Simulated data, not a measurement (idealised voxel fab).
process module | voxel trench capacitor
cross-section cut | 255 nm wide | cells 5 nm
A cross-section is a grid of square cells, given in bands from the top down. A band is one or more rows of cells.
Each band's line starts with the height of the band's top and of its bottom, in nm. Then come its materials from left to right, each with its width in nm. One material with "throughout" fills the band from edge to edge. "air" is empty space.
Height 0 is the level under which the wafer as received is all one material. The lowest band goes on downwards, as in "0 down".
A width such as "30 to 40" changes by the same amount from each row of cells to the next, from the band's top row to its bottom row.
"no change" after a step means that no cell of the cross-section changed.
closed voids: empty space of 8 cells or more with no open way to the top, each as width x height at its distance from the left edge, in nm
after a step's settings: what the simulator itself notes on the step
overlay nm, on a step with a mask: how far to the right of its planned place the mask lay; to the left if negative
plan
1 op RECEIVE | material Si
2 op CONFORMAL_DEP | material SiN | thk nm 5
3 op PATTERN | tone open | mask id TRENCH | material resist | width nm 25 | pitch nm 40 | thk nm 20 | overlay nm -15
4 op DIRECTIONAL_ETCH | etch materials SiN | depth nm 5
5 op DIRECTIONAL_ETCH | etch materials Si | depth nm 30
6 op STRIP | etch materials resist
7 op CONFORMAL_DEP | material HfO2 | thk nm 5
8 op CONFORMAL_DEP | material TiN | thk nm 5
9 op FILL_DEP | material W | thk nm 5
10 op CMP | height nm 5
varied across the wafers: overlay nm of step 3. The plan shows the first wafer's value. All wafers start alike
first wafer as received, after step 1
  0 down: Si throughout
  closed voids: none
each wafer at the end: cells of each material gained (+) or lost (-) since it was received, then its closed voids
overlay nm -15 | +34 HfO2 | -60 Si | +41 SiN | +26 TiN | +10 W | closed voids: none
overlay nm -10 | +34 HfO2 | -60 Si | +41 SiN | +26 TiN | +10 W | closed voids: none
overlay nm -5 | +34 HfO2 | -60 Si | +41 SiN | +26 TiN | +10 W | closed voids: none
overlay nm 0 | +34 HfO2 | -60 Si | +41 SiN | +26 TiN | +10 W | closed voids: none
overlay nm 5 | +34 HfO2 | -60 Si | +41 SiN | +26 TiN | +10 W | closed voids: none
overlay nm 10 | +34 HfO2 | -60 Si | +41 SiN | +26 TiN | +10 W | closed voids: none
overlay nm 15 | +34 HfO2 | -60 Si | +41 SiN | +26 TiN | +10 W | closed voids: none
